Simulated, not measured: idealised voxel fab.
Name of the process module below: voxel trench capacitor
The cross-section on display is named cut; it measures 210 nm wide, and its cells are 5 nm squares.
Throughout this document, each cross-section is represented as a grid of square cells and is presented as a sequence of bands enumerated from the top downward, where a band comprises one or more rows of cells. Read a band's entry like this: the first values are the height of its top and the height of its bottom in nm, and what follows is the sequence of materials from left to right, each with its width in nm. Note that "empty" is empty space, and that a single material marked "throughout" reaches across the band from edge to edge. Zero point of the height axis is 0; under it, received wafer = one material. Lowest band: continues down indefinitely, "z 0 and below". A width given as "30->40" starts at the first number in the band's top row and ends at the second number in its bottom row, shifting by an equal amount at every step from row to row. It should be understood that the words "no modification", when stated for a given step, signify that the cross-section underwent no change in any of its cells during that step. "Tabulated closed voids" - sealed voids, min. 8 cells, no opening to top; format: width x height at distance (distance from left edge; nm throughout). On each step's line, the part that comes after the settings is the simulator's own comment on the step. overlay nm: mask offset rightward from planned place, masked step; negative means leftward offset.
This section lists the process steps that were planned:
1) RECEIVE (material Si)
2) CONFORMAL_DEP (material SiN; thk nm 10)
3) DIRECTIONAL_DEP (material aC; thk nm 10)
4) PATTERN (tone open; mask id TRENCH; material resist; width nm 25; pitch nm 50; thk nm 25; overlay nm 0)
5) DIRECTIONAL_ETCH (etch materials aC; depth nm 10)
6) STRIP (etch materials resist)
7) DIRECTIONAL_ETCH (etch materials SiN; depth nm 10)
8) DIRECTIONAL_ETCH (etch materials Si; depth nm 30)
9) STRIP (etch materials aC)
10) CONFORMAL_DEP (material SiO2; thk nm 5)
11) FILL_DEP (material polySi; thk nm 5)
12) CMP (height nm 10)
Run as planned: first of two wafers:
Wafer cross-section on receipt, i.e. after step 1:
	z 0 and below: Si throughout
	Tabulated closed voids: none
Wafer after step 2 (cross-section):
	z 10 to 0: SiN throughout
	below 0: unchanged
Wafer after step 3 (cross-section):
	z 20 to 10: aC throughout
	below 10: unchanged
Wafer after step 4 (cross-section):
	z 45 to 20: 15 resist / 25 empty / 25 resist / 25 empty / 25 resist / 25 empty / 25 resist / 25 empty / 20 resist
	below 20: unchanged
Wafer after step 5 (cross-section):
	z 35 to 20: 15 resist / 25 empty / 25 resist / 25 empty / 25 resist / 25 empty / 25 resist / 25 empty / 20 resist
	z 20 to 10: 15 aC / 25 empty / 25 aC / 25 empty / 25 aC / 25 empty / 25 aC / 25 empty / 20 aC
	below 10: unchanged
Wafer after step 6 (cross-section):
	z 20 to 10: 15 aC / 25 empty / 25 aC / 25 empty / 25 aC / 25 empty / 25 aC / 25 empty / 20 aC
	below 10: unchanged
Wafer after step 7 (cross-section):
	z 20 to 10: 15 aC / 25 empty / 25 aC / 25 empty / 25 aC / 25 empty / 25 aC / 25 empty / 20 aC
	z 10 to 0: 15 SiN / 25 empty / 25 SiN / 25 empty / 25 SiN / 25 empty / 25 SiN / 25 empty / 20 SiN
	below 0: unchanged
Wafer after step 8 (cross-section):
	z 20 to 10: 15 aC / 25 empty / 25 aC / 25 empty / 25 aC / 25 empty / 25 aC / 25 empty / 20 aC
	z 10 to 0: 15 SiN / 25 empty / 25 SiN / 25 empty / 25 SiN / 25 empty / 25 SiN / 25 empty / 20 SiN
	z 0 to -30: 15 Si / 25 empty / 25 Si / 25 empty / 25 Si / 25 empty / 25 Si / 25 empty / 20 Si
	below -30: unchanged
Wafer after step 9 (cross-section):
	z 10 to 0: 15 SiN / 25 empty / 25 SiN / 25 empty / 25 SiN / 25 empty / 25 SiN / 25 empty / 20 SiN
	below 0: unchanged
Wafer after step 10 (cross-section):
	z 15 to 10: 20 SiO2 / 15 empty / 35 SiO2 / 15 empty / 35 SiO2 / 15 empty / 35 SiO2 / 15 empty / 25 SiO2
	z 10 to 0: 15 SiN / 5 SiO2 / 15 empty / 5 SiO2 / 25 SiN / 5 SiO2 / 15 empty / 5 SiO2 / 25 SiN / 5 SiO2 / 15 empty / 5 SiO2 / 25 SiN / 5 SiO2 / 15 empty / 5 SiO2 / 20 SiN
	z 0 to -25: 15 Si / 5 SiO2 / 15 empty / 5 SiO2 / 25 Si / 5 SiO2 / 15 empty / 5 SiO2 / 25 Si / 5 SiO2 / 15 empty / 5 SiO2 / 25 Si / 5 SiO2 / 15 empty / 5 SiO2 / 20 Si
	z -25 to -30: 15 Si / 25 SiO2 / 25 Si / 25 SiO2 / 25 Si / 25 SiO2 / 25 Si / 25 SiO2 / 20 Si
	below -30: unchanged
Wafer after step 11 (cross-section):
	z 20 to 15: polySi throughout
	z 15 to 10: 20 SiO2 / 15 polySi / 35 SiO2 / 15 polySi / 35 SiO2 / 15 polySi / 35 SiO2 / 15 polySi / 25 SiO2
	z 10 to 0: 15 SiN / 5 SiO2 / 15 polySi / 5 SiO2 / 25 SiN / 5 SiO2 / 15 polySi / 5 SiO2 / 25 SiN / 5 SiO2 / 15 polySi / 5 SiO2 / 25 SiN / 5 SiO2 / 15 polySi / 5 SiO2 / 20 SiN
	z 0 to -25: 15 Si / 5 SiO2 / 15 polySi / 5 SiO2 / 25 Si / 5 SiO2 / 15 polySi / 5 SiO2 / 25 Si / 5 SiO2 / 15 polySi / 5 SiO2 / 25 Si / 5 SiO2 / 15 polySi / 5 SiO2 / 20 Si
	below -25: unchanged
Wafer after step 12 (cross-section):
	z 10 to 0: 15 SiN / 5 SiO2 / 15 polySi / 5 SiO2 / 25 SiN / 5 SiO2 / 15 polySi / 5 SiO2 / 25 SiN / 5 SiO2 / 15 polySi / 5 SiO2 / 25 SiN / 5 SiO2 / 15 polySi / 5 SiO2 / 20 SiN
	below 0: unchanged
Wafer two. Same start, same plan, one slip in execution. Same as wafer one through step 8, inclusive:
Cross-section of the second wafer corresponding to the planned conclusion of step 9: no modification
Cross-section of the second wafer corresponding to the planned conclusion of step 10:
	z 25 to 20: 20 SiO2 / 15 empty / 35 SiO2 / 15 empty / 35 SiO2 / 15 empty / 35 SiO2 / 15 empty / 25 SiO2
	z 20 to 10: 15 aC / 5 SiO2 / 15 empty / 5 SiO2 / 25 aC / 5 SiO2 / 15 empty / 5 SiO2 / 25 aC / 5 SiO2 / 15 empty / 5 SiO2 / 25 aC / 5 SiO2 / 15 empty / 5 SiO2 / 20 aC
	z 10 to 0: 15 SiN / 5 SiO2 / 15 empty / 5 SiO2 / 25 SiN / 5 SiO2 / 15 empty / 5 SiO2 / 25 SiN / 5 SiO2 / 15 empty / 5 SiO2 / 25 SiN / 5 SiO2 / 15 empty / 5 SiO2 / 20 SiN
	z 0 to -25: 15 Si / 5 SiO2 / 15 empty / 5 SiO2 / 25 Si / 5 SiO2 / 15 empty / 5 SiO2 / 25 Si / 5 SiO2 / 15 empty / 5 SiO2 / 25 Si / 5 SiO2 / 15 empty / 5 SiO2 / 20 Si
	z -25 to -30: 15 Si / 25 SiO2 / 25 Si / 25 SiO2 / 25 Si / 25 SiO2 / 25 Si / 25 SiO2 / 20 Si
	below -30: unchanged
Cross-section of the second wafer corresponding to the planned conclusion of step 11:
	z 30 to 25: polySi throughout
	z 25 to 20: 20 SiO2 / 15 polySi / 35 SiO2 / 15 polySi / 35 SiO2 / 15 polySi / 35 SiO2 / 15 polySi / 25 SiO2
	z 20 to 10: 15 aC / 5 SiO2 / 15 polySi / 5 SiO2 / 25 aC / 5 SiO2 / 15 polySi / 5 SiO2 / 25 aC / 5 SiO2 / 15 polySi / 5 SiO2 / 25 aC / 5 SiO2 / 15 polySi / 5 SiO2 / 20 aC
	z 10 to 0: 15 SiN / 5 SiO2 / 15 polySi / 5 SiO2 / 25 SiN / 5 SiO2 / 15 polySi / 5 SiO2 / 25 SiN / 5 SiO2 / 15 polySi / 5 SiO2 / 25 SiN / 5 SiO2 / 15 polySi / 5 SiO2 / 20 SiN
	z 0 to -25: 15 Si / 5 SiO2 / 15 polySi / 5 SiO2 / 25 Si / 5 SiO2 / 15 polySi / 5 SiO2 / 25 Si / 5 SiO2 / 15 polySi / 5 SiO2 / 25 Si / 5 SiO2 / 15 polySi / 5 SiO2 / 20 Si
	below -25: unchanged
Cross-section of the second wafer corresponding to the planned conclusion of step 12:
	z 10 to 0: 15 SiN / 5 SiO2 / 15 polySi / 5 SiO2 / 25 SiN / 5 SiO2 / 15 polySi / 5 SiO2 / 25 SiN / 5 SiO2 / 15 polySi / 5 SiO2 / 25 SiN / 5 SiO2 / 15 polySi / 5 SiO2 / 20 SiN
	below 0: unchanged
Diagnosis: step 9 in the plan did not get run; it was skipped
Honestly, by the end the two wafers have the same cross-section, so the mistake just doesn't show up in what this model computes.
